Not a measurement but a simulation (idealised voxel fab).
A process module follows: voxel transistor to metal.
Cross-section cut: width 285 nm, square cells of 5 nm.
Cross-section layout: square cells on a grid; listed as bands, top to bottom; a band spans one or more cell rows.
This entry defines a band. It first specifies the height of the band's top and the height of its bottom in nm, and then specifies the band's materials from left to right, stating each material with its width in nm. The word "everywhere" identifies a single material that fills the band from edge to edge, while the word "blank" identifies empty space.
A quick word on heights: they are counted from 0, and under that level the wafer as it came to us is one material throughout. The lowest band is different from the rest in having no bottom; it simply continues downward, written as in "0 down".
You'd read "30..40" like this: the band's top row of cells is as wide as the first number, its bottom row is as wide as the second, and going down, every row changes width by the same amount as the row before did.
A step reported as "no modifications" is a step in which no cell of the cross-section changed.
What "Catalogued sealed voids" gives you is every empty space of 8 cells or more that is cut off from the top. Each appears as width x height at distance, with the distance taken from the left edge and width, height and distance all in nm.
Where a step's line continues beyond its settings, the continuation is a remark by the simulator itself on that step.
A step's line can hold "overlay nm"; with a mask on that step, the setting says how far right of the planned place the mask lay, while a negative setting says it lay to the left.
[Steps planned for the process]
| 1 | RECEIVE with material Si |
| 2 | CONFORMAL_DEP with material SiO2, thk nm 5 |
| 3 | CONFORMAL_DEP with material SiN, thk nm 10 |
| 4 | PATTERN with tone cover, mask id ACTIVE, material resist, width nm 105, pitch nm 135, thk nm 20, overlay nm 0 |
| 5 | DIRECTIONAL_ETCH with etch materials SiN, depth nm 10 |
| 6 | DIRECTIONAL_ETCH with etch materials SiO2, depth nm 5 |
| 7 | DIRECTIONAL_ETCH with etch materials Si, depth nm 35 |
| 8 | STRIP with etch materials resist |
| 9 | OXIDIZE with depth nm 5 |
| 10 | FILL_DEP with material SiO2, thk nm 10 |
| 11 | CMP with height nm 15 |
| 12 | SELECTIVE_ETCH with etch materials SiO2, depth nm 10 |
| 13 | STRIP with etch materials SiN |
| 14 | SELECTIVE_ETCH with etch materials SiO2, depth nm 5 |
| 15 | OXIDIZE with depth nm 5 |
| 16 | DIRECTIONAL_DEP with material polySi, thk nm 25 |
| 17 | DIRECTIONAL_DEP with material SiCN, thk nm 15 |
| 18 | MASKED_ETCH with tone cover, mask id GATE, width nm 25, pitch nm 135, etch materials SiCN, depth nm 25, overlay nm 0 |
| 19 | MASKED_ETCH with tone cover, mask id GATE, width nm 25, pitch nm 135, etch materials polySi, depth nm 35, overlay nm 0 |
| 20 | CONFORMAL_DEP with material SiN, thk nm 5 |
| 21 | DIRECTIONAL_ETCH with etch materials SiN, depth nm 5 |
| 22 | DIRECTIONAL_ETCH with etch materials SiO2, depth nm 5 |
| 23 | DIRECTIONAL_ETCH with etch materials Si, depth nm 10 |
| 24 | EPI with material nSi, thk nm 10 |
| 25 | FILL_DEP with material SiO2, thk nm 5 |
| 26 | CMP with height nm 40 |
| 27 | DIRECTIONAL_DEP with material SiO2, thk nm 15 |
| 28 | PATTERN with tone open, mask id CONTACT, material resist, width nm 15, thk nm 20, overlay nm 0 |
| 29 | DIRECTIONAL_ETCH with etch materials SiO2, depth nm 60 |
| 30 | STRIP with etch materials resist |
| 31 | CONFORMAL_DEP with material TiN, thk nm 5 |
| 32 | FILL_DEP with material W, thk nm 5 |
| 33 | CMP with height nm 55 |
| 34 | CONFORMAL_DEP with material SiCN, thk nm 5 |
| 35 | DIRECTIONAL_DEP with material lowk, thk nm 25 |
| 36 | PATTERN with tone open, mask id METAL_1, material resist, width nm 15, thk nm 15, overlay nm 0 |
| 37 | DIRECTIONAL_ETCH with etch materials lowk, depth nm 25 |
| 38 | DIRECTIONAL_ETCH with etch materials SiCN, depth nm 5 |
| 39 | STRIP with etch materials resist |
| 40 | CONFORMAL_DEP with material TiN, thk nm 5 |
| 41 | FILL_DEP with material Ru, thk nm 10 |
| 42 | CMP with height nm 85 |
| 43 | CONFORMAL_DEP with material SiCN, thk nm 5 |
[Cross-section: wafer on arrival = after step 1]
0 down: Si everywhere
Catalogued sealed voids: none
[First of two wafers: cross-section at end of module, run per plan]
90 to 85: SiCN everywhere
85 to 60: 25 of lowk  5 of TiN  5 of Ru  5 of TiN  65 of lowk  5 of TiN  5 of Ru  5 of TiN  40 of lowk  5 of TiN  5 of Ru  5 of TiN  65 of lowk  5 of TiN  5 of Ru  5 of TiN  30 of lowk
60 to 55: 25 of SiCN  15 of TiN  65 of SiCN  15 of TiN  40 of SiCN  15 of TiN  65 of SiCN  15 of TiN  30 of SiCN
55 to 40: 25 of SiO2  5 of TiN  5 of W  5 of TiN  65 of SiO2  5 of TiN  5 of W  5 of TiN  40 of SiO2  5 of TiN  5 of W  5 of TiN  65 of SiO2  5 of TiN  5 of W  5 of TiN  30 of SiO2
40 to 25: 25 of SiO2  5 of TiN  5 of W  5 of TiN  15 of SiO2  5 of SiN  25 of SiCN  5 of SiN  15 of SiO2  5 of TiN  5 of W  5 of TiN  40 of SiO2  5 of TiN  5 of W  5 of TiN  15 of SiO2  5 of SiN  25 of SiCN  5 of SiN  15 of SiO2  5 of TiN  5 of W  5 of TiN  30 of SiO2
25 to 5: 25 of SiO2  5 of TiN  5 of W  5 of TiN  15 of SiO2  5 of SiN  25 of polySi  5 of SiN  15 of SiO2  5 of TiN  5 of W  5 of TiN  40 of SiO2  5 of TiN  5 of W  5 of TiN  15 of SiO2  5 of SiN  25 of polySi  5 of SiN  15 of SiO2  5 of TiN  5 of W  5 of TiN  30 of SiO2
5 to 0: 25 of SiO2  5 of TiN  5 of W  5 of TiN  5 of SiO2  10 of nSi  5 of SiN  25 of polySi  5 of SiN  10 of nSi  5 of SiO2  5 of TiN  5 of W  5 of TiN  40 of SiO2  5 of TiN  5 of W  5 of TiN  5 of SiO2  10 of nSi  5 of SiN  25 of polySi  5 of SiN  10 of nSi  5 of SiO2  5 of TiN  5 of W  5 of TiN  30 of SiO2
0 to -5: 25 of SiO2  15 of TiN  5 of SiO2  10 of nSi  35 of SiO2  10 of nSi  5 of SiO2  15 of TiN  40 of SiO2  15 of TiN  5 of SiO2  10 of nSi  35 of SiO2  10 of nSi  5 of SiO2  15 of TiN  30 of SiO2
-5 to -15: 25 of SiO2  30 of nSi  35 of Si  30 of nSi  40 of SiO2  30 of nSi  35 of Si  30 of nSi  30 of SiO2
-15 to -40: 25 of SiO2  95 of Si  40 of SiO2  95 of Si  30 of SiO2
-40 down: Si everywhere
Catalogued sealed voids: none
[Second of two wafers, module complete, sectioned: it shares the first wafer's start and plan but was run with one mistake]
90 to 85: SiCN everywhere
85 to 70: 25 of lowk  5 of TiN  5 of Ru  5 of TiN  65 of lowk  5 of TiN  5 of Ru  5 of TiN  40 of lowk  5 of TiN  5 of Ru  5 of TiN  65 of lowk  5 of TiN  5 of Ru  5 of TiN  30 of lowk
70 to 65: 25 of SiCN  15 of TiN  65 of SiCN  15 of TiN  40 of SiCN  15 of TiN  65 of SiCN  15 of TiN  30 of SiCN
65 to 55: SiCN everywhere
55 to 40: 25 of SiO2  5 of TiN  5 of W  5 of TiN  65 of SiO2  5 of TiN  5 of W  5 of TiN  40 of SiO2  5 of TiN  5 of W  5 of TiN  65 of SiO2  5 of TiN  5 of W  5 of TiN  30 of SiO2
40 to 25: 25 of SiO2  5 of TiN  5 of W  5 of TiN  15 of SiO2  5 of SiN  25 of SiCN  5 of SiN  15 of SiO2  5 of TiN  5 of W  5 of TiN  40 of SiO2  5 of TiN  5 of W  5 of TiN  15 of SiO2  5 of SiN  25 of SiCN  5 of SiN  15 of SiO2  5 of TiN  5 of W  5 of TiN  30 of SiO2
25 to 5: 25 of SiO2  5 of TiN  5 of W  5 of TiN  15 of SiO2  5 of SiN  25 of polySi  5 of SiN  15 of SiO2  5 of TiN  5 of W  5 of TiN  40 of SiO2  5 of TiN  5 of W  5 of TiN  15 of SiO2  5 of SiN  25 of polySi  5 of SiN  15 of SiO2  5 of TiN  5 of W  5 of TiN  30 of SiO2
5 to 0: 25 of SiO2  5 of TiN  5 of W  5 of TiN  5 of SiO2  10 of nSi  5 of SiN  25 of polySi  5 of SiN  10 of nSi  5 of SiO2  5 of TiN  5 of W  5 of TiN  40 of SiO2  5 of TiN  5 of W  5 of TiN  5 of SiO2  10 of nSi  5 of SiN  25 of polySi  5 of SiN  10 of nSi  5 of SiO2  5 of TiN  5 of W  5 of TiN  30 of SiO2
0 to -5: 25 of SiO2  15 of TiN  5 of SiO2  10 of nSi  35 of SiO2  10 of nSi  5 of SiO2  15 of TiN  40 of SiO2  15 of TiN  5 of SiO2  10 of nSi  35 of SiO2  10 of nSi  5 of SiO2  15 of TiN  30 of SiO2
-5 to -15: 25 of SiO2  30 of nSi  35 of Si  30 of nSi  40 of SiO2  30 of nSi  35 of Si  30 of nSi  30 of SiO2
-15 to -40: 25 of SiO2  95 of Si  40 of SiO2  95 of Si  30 of SiO2
-40 down: Si everywhere
Catalogued sealed voids: none
In executing the process, a mistake was made relative to the plan: step 34 was run on a setting that differed from the plan, and what really ran there is CONFORMAL_DEP with material SiCN, thk nm 15
Final comparison by cell count, materials where the second wafer has more or fewer than the first: 8 fewer of Ru, 114 more of SiCN, 16 fewer of TiN, 90 fewer of lowk
